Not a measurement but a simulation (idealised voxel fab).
Process module name: voxel wiring stack
We display cut, a cross-section 275 nm in width whose square cells are each 5 nm.
For the purposes of this document, a cross-section shall be understood as a grid of square cells, specified as bands listed in top-to-bottom order, each band consisting of one or more rows of cells.
Heads up on the band format: heights come first, top then bottom, in nm. After that it's the materials left to right, each with its width in nm. A single material flagged "throughout" fills the whole band edge to edge, and "blank" means there's empty space there.
Heights from 0 (as-received wafer is one material below). Bottom band endless downward, as "0 nm and below".
It should be noted that a width expressed as "30 to 40" varies in equal increments from row to row of cells within the band, taking the value of the first number at the top row and that of the second number at the bottom row.
"nothing was modified" (step): cross-section cells unchanged, all of them.
Voids not open to the top, 8 cells minimum: see "Encapsulated voids". Written width x height at distance; distance is from the left edge; nm.
On a step's line, text after the settings is the simulator commenting on that step.
overlay nm: mask right of planned place by this much (step with mask). Neg. = left.
Here's what the planned process steps look like
1,RECEIVE,material Si
2,CONFORMAL_DEP,material SiO2,thk nm 10
3,DIRECTIONAL_DEP,material TiN,thk nm 5
4,DIRECTIONAL_DEP,material Ru,thk nm 20
5,DIRECTIONAL_DEP,material aC,thk nm 10
6,PATTERN,tone cover,mask id METAL_1,material resist,width nm 25,pitch nm 40,thk nm 25,overlay nm 0
7,DIRECTIONAL_ETCH,etch materials aC,depth nm 10
8,STRIP,etch materials resist
9,DIRECTIONAL_ETCH,etch materials Ru,depth nm 20
10,DIRECTIONAL_ETCH,etch materials TiN,depth nm 5
11,STRIP,etch materials aC
12,CONFORMAL_DEP,material SiN,thk nm 5
13,FILL_DEP,material lowk,thk nm 5
14,CMP,height nm 35
15,CONFORMAL_DEP,material SiCN,thk nm 5
16,DIRECTIONAL_DEP,material lowk,thk nm 20
17,PATTERN,tone open,mask id PLUG_1,material resist,width nm 15,pitch nm 80,thk nm 20,overlay nm 0
18,DIRECTIONAL_ETCH,etch materials lowk,depth nm 20
19,DIRECTIONAL_ETCH,etch materials SiCN,depth nm 5
20,STRIP,etch materials resist
21,EPI,material Ru,thk nm 10
22,EPI,material Ru,thk nm 10
23,EPI,material Ru,thk nm 5
24,DIRECTIONAL_DEP,material TiN,thk nm 5
25,DIRECTIONAL_DEP,material W,thk nm 25
26,DIRECTIONAL_DEP,material aC,thk nm 10
27,PATTERN,tone cover,mask id METAL_2,material resist,width nm 25,pitch nm 40,thk nm 30,overlay nm 0
28,DIRECTIONAL_ETCH,etch materials aC,depth nm 10
29,STRIP,etch materials resist
30,DIRECTIONAL_ETCH,etch materials W,depth nm 25
31,DIRECTIONAL_ETCH,etch materials TiN,depth nm 5
32,STRIP,etch materials aC
33,FILL_DEP,material lowk,thk nm 10
34,CMP,height nm 90
35,CONFORMAL_DEP,material SiN,thk nm 5
Wafer at receipt (post step 1), cross-section
    0 nm and below: Si throughout
    Encapsulated voids: none
Post-module cross-section of the first of two wafers (run per plan)
    95 nm to 90 nm: SiN throughout
    90 nm to 65 nm: 65 lowk, then 25 W, then 15 lowk, then 25 W, then 15 lowk, then 25 W, then 15 lowk, then 25 W, then 65 lowk
    65 nm to 60 nm: 65 lowk, then 25 TiN, then 15 lowk, then 25 TiN, then 15 lowk, then 25 TiN, then 15 lowk, then 25 TiN, then 65 lowk
    60 nm to 40 nm: 65 lowk, then 15 Ru, then 65 lowk, then 15 Ru, then 115 lowk
    40 nm to 35 nm: 65 SiCN, then 15 Ru, then 65 SiCN, then 15 Ru, then 115 SiCN
    35 nm to 15 nm: 60 lowk, then 5 SiN, then 25 Ru, then 5 SiN, then 5 lowk, then 5 SiN, then 25 Ru, then 5 SiN, then 5 lowk, then 5 SiN, then 25 Ru, then 5 SiN, then 5 lowk, then 5 SiN, then 25 Ru, then 5 SiN, then 60 lowk
    15 nm to 10 nm: 65 SiN, then 25 TiN, then 15 SiN, then 25 TiN, then 15 SiN, then 25 TiN, then 15 SiN, then 25 TiN, then 65 SiN
    10 nm to 0 nm: SiO2 throughout
    0 nm and below: Si throughout
    Encapsulated voids: none
Second of two wafers, module complete, sectioned: it shares the first wafer's start and plan but was run with one mistake
    95 nm to 90 nm: SiN throughout
    90 nm to 65 nm: 65 lowk, then 25 W, then 15 lowk, then 25 W, then 15 lowk, then 25 W, then 15 lowk, then 25 W, then 65 lowk
    65 nm to 60 nm: 65 lowk, then 25 TiN, then 15 lowk, then 25 TiN, then 15 lowk, then 25 TiN, then 15 lowk, then 25 TiN, then 65 lowk
    60 nm to 40 nm: 65 lowk, then 15 Ru, then 65 lowk, then 15 Ru, then 115 lowk
    40 nm to 35 nm: 65 SiCN, then 15 Ru, then 65 SiCN, then 15 Ru, then 115 SiCN
    35 nm to 15 nm: 55 lowk, then 5 SiN, then 25 Ru, then 5 SiN, then 5 lowk, then 5 SiN, then 25 Ru, then 5 SiN, then 5 lowk, then 5 SiN, then 25 Ru, then 5 SiN, then 5 lowk, then 5 SiN, then 25 Ru, then 5 SiN, then 65 lowk
    15 nm to 10 nm: 60 SiN, then 25 TiN, then 15 SiN, then 25 TiN, then 15 SiN, then 25 TiN, then 15 SiN, then 25 TiN, then 70 SiN
    10 nm to 0 nm: SiO2 throughout
    0 nm and below: Si throughout
    Encapsulated voids: none
Misprocessing identified: step 6 was run on a setting that differed from the plan, and what really ran there is PATTERN,tone cover,mask id METAL_1,material resist,width nm 25,pitch nm 40,thk nm 25,overlay nm -5
End check, second vs first wafer: material counts in cells match, positions do not.
